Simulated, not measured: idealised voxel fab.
The following process module bears the name voxel self aligned vias.
Cross-sectional view cut (width: 215 nm; square cell size: 5 nm).
In what follows, cross-sections appear as grids of square cells, described through bands that run from the top down, where every band is one or more rows of cells.
Heads up on the band format: heights come first, top then bottom, in nm. After that it's the materials left to right, each with its width in nm. A single material flagged "everywhere" fills the whole band edge to edge, and "empty" means there's empty space there.
For the purposes of this specification, 0 denotes the height below which the wafer in its as-received condition is composed wholly of one material, and the lowermost band, lacking a lower limit, extends downward without end, as expressed in "0..down".
Think of "30->40" as a width that walks from the first number to the second as you go down the band, top row to bottom row, taking equal-sized steps from row to row.
No cell of the cross-section changed in a step that is given as "changes: none".
Any empty space of 8 cells or more lacking an open way to the top shows up in "Enclosed empty spaces" as width x height at distance, distance from the left edge, in nm.
Where a step's line continues beyond its settings, the continuation is a remark by the simulator itself on that step.
"overlay nm", when on a step's line for a step with a mask, measures how far to the right of its planned place the mask lay; a negative measure means to the left.

Listed below are the process steps as planned
step 1: RECEIVE: material Si
step 2: CONFORMAL_DEP: material SiO2, thk nm 10
step 3: CONFORMAL_DEP: material SiCN, thk nm 5
step 4: DIRECTIONAL_DEP: material SiO2, thk nm 20
step 5: DIRECTIONAL_DEP: material aC, thk nm 15
step 6: PATTERN: tone open, mask id LINES, material resist, width nm 20, pitch nm 60, thk nm 30, overlay nm 0
step 7: DIRECTIONAL_ETCH: etch materials aC, depth nm 15
step 8: STRIP: etch materials resist
step 9: DIRECTIONAL_ETCH: etch materials SiO2, depth nm 20
step 10: STRIP: etch materials aC
step 11: CONFORMAL_DEP: material TiN, thk nm 5
step 12: FILL_DEP: material W, thk nm 10
step 13: CMP: height nm 35
step 14: SELECTIVE_ETCH: etch materials W Ru TiN, depth nm 10
step 15: FILL_DEP: material SiN, thk nm 10
step 16: CMP: height nm 35
step 17: DIRECTIONAL_DEP: material SiO2, thk nm 15
step 18: DIRECTIONAL_DEP: material aC, thk nm 10
step 19: PATTERN: tone open, mask id VIAS, material resist, width nm 30, thk nm 30, overlay nm 0
step 20: DIRECTIONAL_ETCH: etch materials aC, depth nm 10
step 21: STRIP: etch materials resist
step 22: DIRECTIONAL_ETCH: etch materials SiO2, depth nm 15
step 23: DIRECTIONAL_ETCH: etch materials SiN, depth nm 10
step 24: STRIP: etch materials aC
step 25: CONFORMAL_DEP: material TiN, thk nm 5
step 26: FILL_DEP: material W, thk nm 5
step 27: CMP: height nm 50
step 28: CONFORMAL_DEP: material SiN, thk nm 5

So this is the incoming wafer in cross-section - it's already been through step 1
	0..down | Si everywhere
	Enclosed empty spaces: none

The first of the two wafers as seen in cross-section once the module was finished; processing followed the plan
	55..50 | SiN everywhere
	50..40 | SiO2 60 nm, then TiN 5 nm, then W 20 nm, then TiN 5 nm, then SiO2 125 nm
	40..35 | SiO2 60 nm, then TiN 10 nm, then W 10 nm, then TiN 10 nm, then SiO2 125 nm
	35..30 | SiO2 65 nm, then TiN 5 nm, then W 10 nm, then TiN 5 nm, then SiO2 40 nm, then SiN 20 nm, then SiO2 70 nm
	30..25 | SiO2 65 nm, then TiN 20 nm, then SiO2 40 nm, then SiN 20 nm, then SiO2 70 nm
	25..20 | SiO2 65 nm, then TiN 5 nm, then W 10 nm, then TiN 5 nm, then SiO2 40 nm, then TiN 5 nm, then W 10 nm, then TiN 5 nm, then SiO2 70 nm
	20..15 | SiO2 65 nm, then TiN 20 nm, then SiO2 40 nm, then TiN 20 nm, then SiO2 70 nm
	15..10 | SiCN everywhere
	10..0 | SiO2 everywhere
	0..down | Si everywhere
	Enclosed empty spaces: none

Module end: cross-section of wafer two of two. Same start and process plan as the first wafer. One mistake during execution
	55..50 | SiN everywhere
	50..40 | SiO2 60 nm, then TiN 5 nm, then W 20 nm, then TiN 5 nm, then SiO2 125 nm
	40..35 | SiO2 60 nm, then TiN 30 nm, then SiO2 125 nm
	35..25 | SiN 60 nm, then TiN 5 nm, then SiO2 20 nm, then TiN 5 nm, then SiN 35 nm, then SiO2 20 nm, then SiN 70 nm
	25..20 | W 60 nm, then TiN 5 nm, then SiO2 20 nm, then TiN 5 nm, then W 30 nm, then TiN 5 nm, then SiO2 20 nm, then TiN 5 nm, then W 65 nm
	20..15 | TiN 65 nm, then SiO2 20 nm, then TiN 40 nm, then SiO2 20 nm, then TiN 70 nm
	15..10 | SiCN everywhere
	10..0 | SiO2 everywhere
	0..down | Si everywhere
	Enclosed empty spaces: none
Error vs. plan: not per plan at step 6, really ran PATTERN: tone cover, mask id LINES, material resist, width nm 20, pitch nm 60, thk nm 30, overlay nm 0
The final cell counts differ between the wafers, with the second having more or fewer of some materials than the first: SiN: 58 more | SiO2: 108 fewer | TiN: 27 more | W: 23 more
